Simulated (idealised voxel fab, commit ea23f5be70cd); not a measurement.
process module | voxel released beams
cross-section cut | 220 nm wide | cells 5 nm
A cross-section is a grid of square cells, given in bands from the top down. A band is one or more rows of cells.
Each band's line starts with the height of the band's top and of its bottom, in nm. Then come its materials from left to right, each with its width in nm. One material with "throughout" fills the band from edge to edge. "air" is empty space.
Height 0 is the level under which the wafer as received is all one material. The lowest band goes on downwards, as in "0 down".
A width such as "30 to 40" changes by the same amount from each row of cells to the next, from the band's top row to its bottom row.
"no change" after a step means that no cell of the cross-section changed.
closed voids: empty space of 8 cells or more with no open way to the top, each as width x height at its distance from the left edge, in nm
after a step's settings: what the simulator itself notes on the step
overlay nm, on a step with a mask: how far to the right of its planned place the mask lay; to the left if negative
plan
1 op RECEIVE | material Si
2 op CONFORMAL_DEP | material Al2O3 | thk nm 10
3 op DIRECTIONAL_DEP | material SiO2 | thk nm 20
4 op DIRECTIONAL_DEP | material aC | thk nm 10
5 op PATTERN | tone open | mask id ANCHOR | material resist | width nm 45 | thk nm 25 | overlay nm 0
6 op DIRECTIONAL_ETCH | etch materials aC | depth nm 10
7 op STRIP | etch materials resist
8 op DIRECTIONAL_ETCH | etch materials SiO2 | depth nm 20
9 op STRIP | etch materials aC
10 op CONFORMAL_DEP | material polySi | thk nm 15
11 op PATTERN | tone cover | mask id BEAM | material resist | width nm 130 | thk nm 15 | overlay nm 0
12 op DIRECTIONAL_ETCH | etch materials polySi | depth nm 15
13 op STRIP | etch materials resist
14 op STRIP | etch materials SiO2
first wafer, as planned
as received, after step 1
  0 down: Si throughout
  closed voids: none
after step 2
  10 to 0: Al2O3 throughout
  below 0: unchanged
after step 3
  30 to 10: SiO2 throughout
  below 10: unchanged
after step 4
  40 to 30: aC throughout
  below 30: unchanged
after step 5
  65 to 40: resist 45 | air 45 | resist 130
  below 40: unchanged
after step 6
  55 to 40: resist 45 | air 45 | resist 130
  40 to 30: aC 45 | air 45 | aC 130
  below 30: unchanged
after step 7
  40 to 30: aC 45 | air 45 | aC 130
  below 30: unchanged
after step 8
  40 to 30: aC 45 | air 45 | aC 130
  30 to 10: SiO2 45 | air 45 | SiO2 130
  below 10: unchanged
after step 9
  30 to 10: SiO2 45 | air 45 | SiO2 130
  below 10: unchanged
after step 10
  45 to 30: polySi 60 | air 15 | polySi 145
  30 to 25: SiO2 45 | polySi 15 | air 15 | polySi 15 | SiO2 130
  25 to 10: SiO2 45 | polySi 45 | SiO2 130
  below 10: unchanged
after step 11
  60 to 45: air 40 | resist 130 | air 50
  45 to 30: polySi 60 | resist 15 | polySi 145
  30 to 25: SiO2 45 | polySi 15 | resist 15 | polySi 15 | SiO2 130
  below 25: unchanged
after step 12
  60 to 45: air 40 | resist 130 | air 50
  45 to 30: air 40 | polySi 20 | resist 15 | polySi 95 | air 50
  below 30: unchanged
after step 13
  45 to 30: air 40 | polySi 20 | air 15 | polySi 95 | air 50
  30 to 25: SiO2 45 | polySi 15 | air 15 | polySi 15 | SiO2 130
  below 25: unchanged
after step 14
  45 to 30: air 40 | polySi 20 | air 15 | polySi 95 | air 50
  30 to 25: air 45 | polySi 15 | air 15 | polySi 15 | air 130
  25 to 10: air 45 | polySi 45 | air 130
  below 10: unchanged
second wafer: like start, like plan, one mistake. Through step 9 it matches the first wafer
when step 10 should have ended
  45 to 30: aC 60 | air 15 | aC 145
  30 to 25: SiO2 45 | aC 15 | air 15 | aC 15 | SiO2 130
  25 to 10: SiO2 45 | aC 45 | SiO2 130
  below 10: unchanged
when step 11 should have ended
  60 to 45: air 40 | resist 130 | air 50
  45 to 30: aC 60 | resist 15 | aC 145
  30 to 25: SiO2 45 | aC 15 | resist 15 | aC 15 | SiO2 130
  below 25: unchanged
when step 12 should have ended: no change
when step 13 should have ended
  45 to 30: aC 60 | air 15 | aC 145
  30 to 25: SiO2 45 | aC 15 | air 15 | aC 15 | SiO2 130
  below 25: unchanged
when step 14 should have ended: no change
what went wrong: step 10 ran as: op CONFORMAL_DEP | material aC | thk nm 15
at the end the second wafer has, in cells: 140 more of SiO2 | 156 more of aC | 102 fewer of polySi
